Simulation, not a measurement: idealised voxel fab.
Proc. module: voxel capacitor over wiring
The width of the displayed cross-section, cut, is 145 nm; its cells are square, with a size of 5 nm.
Reading order for cross-sections: top band down to bottom band. Underlying form: a grid of square cells. Band size: one or more rows of cells. For a band, the entry starts with two heights in nm, that of the top and then that of the bottom, and carries on with the band's materials in order from left to right, each alongside its width in nm; the word "edge to edge" beside a single material means it fills the band edge to edge, and "blank" means empty space. Measure heights from 0. That's the level where, below it, the as-received wafer is all one material. The lowest band is bottomless and extends downward; write it as in "0 down". Think of "30..40" as a width that walks from the first number to the second as you go down the band, top row to bottom row, taking equal-sized steps from row to row. "nothing altered" for a step: no cell of the cross-section changed in that step. Empty spaces counting at least 8 cells and having no open way to the top are listed in "Sealed-off cavities". The notation width x height at distance is used for each, the distance being from the left edge and all three values in nm. Read whatever lies past the settings on a step's line as the simulator's own remark about the step. overlay nm: on a step with a mask, how far right of its planned place the mask lay; negative means left.

**So here's the lineup of process steps we planned**
1) RECEIVE [material Si]
2) CONFORMAL_DEP [material SiO2] [thk nm 10]
3) CONFORMAL_DEP [material SiN] [thk nm 5]
4) DIRECTIONAL_DEP [material SiO2] [thk nm 15]
5) MASKED_ETCH [tone open] [mask id METAL_1] [width nm 20] [pitch nm 85] [etch materials SiO2] [depth nm 15] [overlay nm 0]
6) MASKED_ETCH [tone open] [mask id METAL_1] [width nm 20] [pitch nm 85] [etch materials SiN] [depth nm 5] [overlay nm 0]
7) CONFORMAL_DEP [material TiN] [thk nm 5]
8) FILL_DEP [material W] [thk nm 10]
9) CMP [height nm 30]
10) CONFORMAL_DEP [material SiCN] [thk nm 5]
11) DIRECTIONAL_DEP [material SiO2] [thk nm 20]
12) DIRECTIONAL_DEP [material aC] [thk nm 10]
13) PATTERN [tone open] [mask id PLUG_1] [material resist] [width nm 15] [thk nm 25] [overlay nm 0]
14) DIRECTIONAL_ETCH [etch materials aC] [depth nm 10]
15) STRIP [etch materials resist]
16) DIRECTIONAL_ETCH [etch materials SiO2] [depth nm 20]
17) DIRECTIONAL_ETCH [etch materials SiCN] [depth nm 5]
18) STRIP [etch materials aC]
19) EPI [material Ru] [thk nm 10]
20) EPI [material Ru] [thk nm 10]
21) EPI [material Ru] [thk nm 5]
22) DIRECTIONAL_DEP [material TiN] [thk nm 5]
23) DIRECTIONAL_DEP [material SiN] [thk nm 5]
24) DIRECTIONAL_DEP [material TiN] [thk nm 10]
25) MASKED_ETCH [tone cover] [mask id UPPER_PLATE] [width nm 70] [etch materials TiN] [depth nm 10] [overlay nm 0]
26) MASKED_ETCH [tone cover] [mask id UPPER_PLATE] [width nm 70] [etch materials SiN] [depth nm 5] [overlay nm 0]
27) DIRECTIONAL_DEP [material aC] [thk nm 15]
28) PATTERN [tone cover] [mask id LOWER_PLATE] [material resist] [width nm 80] [thk nm 35] [overlay nm 0]
29) DIRECTIONAL_ETCH [etch materials aC] [depth nm 15]
30) STRIP [etch materials resist]
31) DIRECTIONAL_ETCH [etch materials TiN] [depth nm 5]
32) STRIP [etch materials aC]
33) FILL_DEP [material SiO2] [thk nm 15]
34) CMP [height nm 85]
35) MASKED_ETCH [tone open] [mask id PLUG_2] [width nm 15] [etch materials SiO2] [depth nm 10] [overlay nm 0]
36) CONFORMAL_DEP [material TiN] [thk nm 5]
37) FILL_DEP [material Cu] [thk nm 5]
38) CMP [height nm 85]
39) CONFORMAL_DEP [material SiCN] [thk nm 5]

**Of two wafers, the first: run according to plan**

**Wafer cross-section on receipt, i.e. after step 1**
    0 down = Si edge to edge
    Sealed-off cavities: none

**Cross-section of the wafer subsequent to step 2**
    10 to 0 = SiO2 edge to edge
    Anything lower than 0 is untouched.

**Cross-section of the wafer subsequent to step 3**
    15 to 10 = SiN edge to edge
    Anything lower than 10 is untouched.

**Cross-section of the wafer subsequent to step 4**
    30 to 15 = SiO2 edge to edge
    Anything lower than 15 is untouched.

**Cross-section of the wafer subsequent to step 5**
    30 to 15 = SiO2=20, then blank=20, then SiO2=65, then blank=20, then SiO2=20
    Anything lower than 15 is untouched.

**Cross-section of the wafer subsequent to step 6**
    30 to 15 = SiO2=20, then blank=20, then SiO2=65, then blank=20, then SiO2=20
    15 to 10 = SiN=20, then blank=20, then SiN=65, then blank=20, then SiN=20
    Anything lower than 10 is untouched.

**Cross-section of the wafer subsequent to step 7**
    35 to 30 = TiN=25, then blank=10, then TiN=75, then blank=10, then TiN=25
    30 to 15 = SiO2=20, then TiN=5, then blank=10, then TiN=5, then SiO2=65, then TiN=5, then blank=10, then TiN=5, then SiO2=20
    15 to 10 = SiN=20, then TiN=20, then SiN=65, then TiN=20, then SiN=20
    Anything lower than 10 is untouched.

**Cross-section of the wafer subsequent to step 8**
    45 to 35 = W edge to edge
    35 to 30 = TiN=25, then W=10, then TiN=75, then W=10, then TiN=25
    30 to 15 = SiO2=20, then TiN=5, then W=10, then TiN=5, then SiO2=65, then TiN=5, then W=10, then TiN=5, then SiO2=20
    Anything lower than 15 is untouched.

**Cross-section of the wafer subsequent to step 9**
    30 to 15 = SiO2=20, then TiN=5, then W=10, then TiN=5, then SiO2=65, then TiN=5, then W=10, then TiN=5, then SiO2=20
    Anything lower than 15 is untouched.

**Cross-section of the wafer subsequent to step 10**
    35 to 30 = SiCN edge to edge
    Anything lower than 30 is untouched.

**Cross-section of the wafer subsequent to step 11**
    55 to 35 = SiO2 edge to edge
    Anything lower than 35 is untouched.

**Cross-section of the wafer subsequent to step 12**
    65 to 55 = aC edge to edge
    Anything lower than 55 is untouched.

**Cross-section of the wafer subsequent to step 13**
    90 to 65 = resist=25, then blank=15, then resist=105
    Anything lower than 65 is untouched.

**Cross-section of the wafer subsequent to step 14**
    80 to 65 = resist=25, then blank=15, then resist=105
    65 to 55 = aC=25, then blank=15, then aC=105
    Anything lower than 55 is untouched.

**Cross-section of the wafer subsequent to step 15**
    65 to 55 = aC=25, then blank=15, then aC=105
    Anything lower than 55 is untouched.

**Cross-section of the wafer subsequent to step 16**
    65 to 55 = aC=25, then blank=15, then aC=105
    55 to 35 = SiO2=25, then blank=15, then SiO2=105
    Anything lower than 35 is untouched.

**Cross-section of the wafer subsequent to step 17**
    65 to 55 = aC=25, then blank=15, then aC=105
    55 to 35 = SiO2=25, then blank=15, then SiO2=105
    35 to 30 = SiCN=25, then blank=15, then SiCN=105
    Anything lower than 30 is untouched.

**Cross-section of the wafer subsequent to step 18**
    55 to 35 = SiO2=25, then blank=15, then SiO2=105
    Anything lower than 35 is untouched.

**Cross-section of the wafer subsequent to step 19**
    55 to 40 = SiO2=25, then blank=15, then SiO2=105
    40 to 35 = SiO2=25, then Ru=15, then SiO2=105
    35 to 30 = SiCN=25, then Ru=15, then SiCN=105
    Anything lower than 30 is untouched.

**Cross-section of the wafer subsequent to step 20**
    55 to 50 = SiO2=25, then blank=15, then SiO2=105
    50 to 35 = SiO2=25, then Ru=15, then SiO2=105
    Anything lower than 35 is untouched.

**Cross-section of the wafer subsequent to step 21**
    55 to 35 = SiO2=25, then Ru=15, then SiO2=105
    Anything lower than 35 is untouched.

**Cross-section of the wafer subsequent to step 22**
    60 to 55 = TiN edge to edge
    Anything lower than 55 is untouched.

**Cross-section of the wafer subsequent to step 23**
    65 to 60 = SiN edge to edge
    Anything lower than 60 is untouched.

**Cross-section of the wafer subsequent to step 24**
    75 to 65 = TiN edge to edge
    Anything lower than 65 is untouched.

**Cross-section of the wafer subsequent to step 25**
    75 to 65 = blank=25, then TiN=70, then blank=50
    Anything lower than 65 is untouched.

**Cross-section of the wafer subsequent to step 26**
    75 to 65 = blank=25, then TiN=70, then blank=50
    65 to 60 = blank=25, then SiN=70, then blank=50
    Anything lower than 60 is untouched.

**Cross-section of the wafer subsequent to step 27**
    90 to 75 = blank=25, then aC=70, then blank=50
    75 to 65 = aC=25, then TiN=70, then aC=50
    65 to 60 = aC=25, then SiN=70, then aC=50
    Anything lower than 60 is untouched.

**Cross-section of the wafer subsequent to step 28**
    125 to 90 = blank=20, then resist=80, then blank=45
    90 to 75 = blank=20, then resist=5, then aC=70, then resist=5, then blank=45
    Anything lower than 75 is untouched.

**Cross-section of the wafer subsequent to step 29**
    110 to 90 = blank=20, then resist=80, then blank=45
    90 to 75 = blank=20, then resist=5, then aC=70, then resist=5, then blank=45
    75 to 65 = blank=20, then aC=5, then TiN=70, then aC=5, then blank=45
    65 to 60 = blank=20, then aC=5, then SiN=70, then aC=5, then blank=45
    Anything lower than 60 is untouched.

**Cross-section of the wafer subsequent to step 30**
    90 to 75 = blank=25, then aC=70, then blank=50
    Anything lower than 75 is untouched.

**Cross-section of the wafer subsequent to step 31**
    90 to 75 = blank=25, then aC=70, then blank=50
    75 to 65 = blank=20, then aC=5, then TiN=70, then aC=5, then blank=45
    65 to 60 = blank=20, then aC=5, then SiN=70, then aC=5, then blank=45
    60 to 55 = blank=20, then TiN=80, then blank=45
    Anything lower than 55 is untouched.

**Cross-section of the wafer subsequent to step 32**
    75 to 65 = blank=25, then TiN=70, then blank=50
    65 to 60 = blank=25, then SiN=70, then blank=50
    Anything lower than 60 is untouched.

**Cross-section of the wafer subsequent to step 33**
    90 to 75 = SiO2 edge to edge
    75 to 65 = SiO2=25, then TiN=70, then SiO2=50
    65 to 60 = SiO2=25, then SiN=70, then SiO2=50
    60 to 55 = SiO2=20, then TiN=80, then SiO2=45
    Anything lower than 55 is untouched.

**Cross-section of the wafer subsequent to step 34**
    85 to 75 = SiO2 edge to edge
    Anything lower than 75 is untouched.

**Cross-section of the wafer subsequent to step 35**
    85 to 75 = SiO2=35, then blank=15, then SiO2=95
    Anything lower than 75 is untouched.

**Cross-section of the wafer subsequent to step 36**
    90 to 85 = TiN=40, then blank=5, then TiN=100
    85 to 80 = SiO2=35, then TiN=5, then blank=5, then TiN=5, then SiO2=95
    80 to 75 = SiO2=35, then TiN=15, then SiO2=95
    Anything lower than 75 is untouched.

**Cross-section of the wafer subsequent to step 37**
    95 to 90 = Cu edge to edge
    90 to 85 = TiN=40, then Cu=5, then TiN=100
    85 to 80 = SiO2=35, then TiN=5, then Cu=5, then TiN=5, then SiO2=95
    Anything lower than 80 is untouched.

**Cross-section of the wafer subsequent to step 38**
    85 to 80 = SiO2=35, then TiN=5, then Cu=5, then TiN=5, then SiO2=95
    Anything lower than 80 is untouched.

**Cross-section of the wafer subsequent to step 39**
    90 to 85 = SiCN edge to edge
    Anything lower than 85 is untouched.

**Notes, second wafer: start = first wafer's, plan = first wafer's, execution had one mistake; history identical to first through step 20**

**Second wafer: cross-section at the scheduled end of step 21**
    60 to 55 = TiN=25, then blank=15, then TiN=105
    55 to 50 = SiO2=25, then TiN=15, then SiO2=105
    Anything lower than 50 is untouched.

**Second wafer: cross-section at the scheduled end of step 22**
    65 to 60 = Ru=30, then blank=5, then Ru=110
    60 to 55 = TiN=25, then Ru=15, then TiN=105
    Anything lower than 55 is untouched.

**Second wafer: cross-section at the scheduled end of step 23**
    70 to 65 = SiN=30, then blank=5, then SiN=110
    65 to 60 = Ru=30, then SiN=5, then Ru=110
    Anything lower than 60 is untouched.

**Second wafer: cross-section at the scheduled end of step 24**
    80 to 75 = TiN=30, then blank=5, then TiN=110
    75 to 70 = TiN edge to edge
    70 to 65 = SiN=30, then TiN=5, then SiN=110
    Anything lower than 65 is untouched.

**Second wafer: cross-section at the scheduled end of step 25**
    80 to 75 = blank=25, then TiN=5, then blank=5, then TiN=60, then blank=50
    75 to 70 = blank=25, then TiN=70, then blank=50
    Anything lower than 70 is untouched.

**Second wafer: cross-section at the scheduled end of step 26**
    80 to 75 = blank=25, then TiN=5, then blank=5, then TiN=60, then blank=50
    75 to 70 = blank=25, then TiN=70, then blank=50
    70 to 65 = blank=25, then SiN=5, then TiN=5, then SiN=60, then blank=50
    Anything lower than 65 is untouched.

**Second wafer: cross-section at the scheduled end of step 27**
    95 to 90 = blank=25, then aC=5, then blank=5, then aC=60, then blank=50
    90 to 80 = blank=25, then aC=70, then blank=50
    80 to 75 = aC=25, then TiN=5, then aC=5, then TiN=60, then aC=50
    75 to 70 = aC=25, then TiN=70, then aC=50
    70 to 65 = aC=25, then SiN=5, then TiN=5, then SiN=60, then aC=50
    Anything lower than 65 is untouched.

**Second wafer: cross-section at the scheduled end of step 28**
    130 to 95 = blank=20, then resist=80, then blank=45
    95 to 90 = blank=20, then resist=5, then aC=5, then resist=5, then aC=60, then resist=5, then blank=45
    90 to 80 = blank=20, then resist=5, then aC=70, then resist=5, then blank=45
    Anything lower than 80 is untouched.

**Second wafer: cross-section at the scheduled end of step 29**
    115 to 95 = blank=20, then resist=80, then blank=45
    95 to 90 = blank=20, then resist=5, then aC=5, then resist=5, then aC=60, then resist=5, then blank=45
    90 to 80 = blank=20, then resist=5, then aC=70, then resist=5, then blank=45
    80 to 75 = blank=20, then aC=5, then TiN=5, then aC=5, then TiN=60, then aC=5, then blank=45
    75 to 70 = blank=20, then aC=5, then TiN=70, then aC=5, then blank=45
    70 to 65 = blank=20, then aC=5, then SiN=5, then TiN=5, then SiN=60, then aC=5, then blank=45
    Anything lower than 65 is untouched.

**Second wafer: cross-section at the scheduled end of step 30**
    95 to 90 = blank=25, then aC=5, then blank=5, then aC=60, then blank=50
    90 to 80 = blank=25, then aC=70, then blank=50
    Anything lower than 80 is untouched.

Second wafer: cross-section at the scheduled end of step 31: nothing altered

**Second wafer: cross-section at the scheduled end of step 32**
    80 to 75 = blank=25, then TiN=5, then blank=5, then TiN=60, then blank=50
    75 to 70 = blank=25, then TiN=70, then blank=50
    70 to 65 = blank=25, then SiN=5, then TiN=5, then SiN=60, then blank=50
    Anything lower than 65 is untouched.

**Second wafer: cross-section at the scheduled end of step 33**
    95 to 80 = SiO2 edge to edge
    80 to 75 = SiO2=25, then TiN=5, then SiO2=5, then TiN=60, then SiO2=50
    75 to 70 = SiO2=25, then TiN=70, then SiO2=50
    70 to 65 = SiO2=25, then SiN=5, then TiN=5, then SiN=60, then SiO2=50
    Anything lower than 65 is untouched.

**Second wafer: cross-section at the scheduled end of step 34**
    85 to 80 = SiO2 edge to edge
    Anything lower than 80 is untouched.

**Second wafer: cross-section at the scheduled end of step 35**
    85 to 80 = SiO2=35, then blank=15, then SiO2=95
    Anything lower than 80 is untouched.

**Second wafer: cross-section at the scheduled end of step 36**
    90 to 85 = TiN=40, then blank=5, then TiN=100
    85 to 80 = SiO2=35, then TiN=15, then SiO2=95
    Anything lower than 80 is untouched.

**Second wafer: cross-section at the scheduled end of step 37**
    95 to 90 = Cu edge to edge
    90 to 85 = TiN=40, then Cu=5, then TiN=100
    Anything lower than 85 is untouched.

**Second wafer: cross-section at the scheduled end of step 38**
    85 to 80 = SiO2=35, then TiN=15, then SiO2=95
    Anything lower than 80 is untouched.

**Second wafer: cross-section at the scheduled end of step 39**
    90 to 85 = SiCN edge to edge
    Anything lower than 85 is untouched.
What was done differently from what was planned? a sequencing error occurred in which plan steps 21 and 22 were transposed
Heads up, by the end the second wafer has more or fewer cells of some materials compared to the first: Cu -1 | Ru +28 | SiO2 -38 | TiN +11
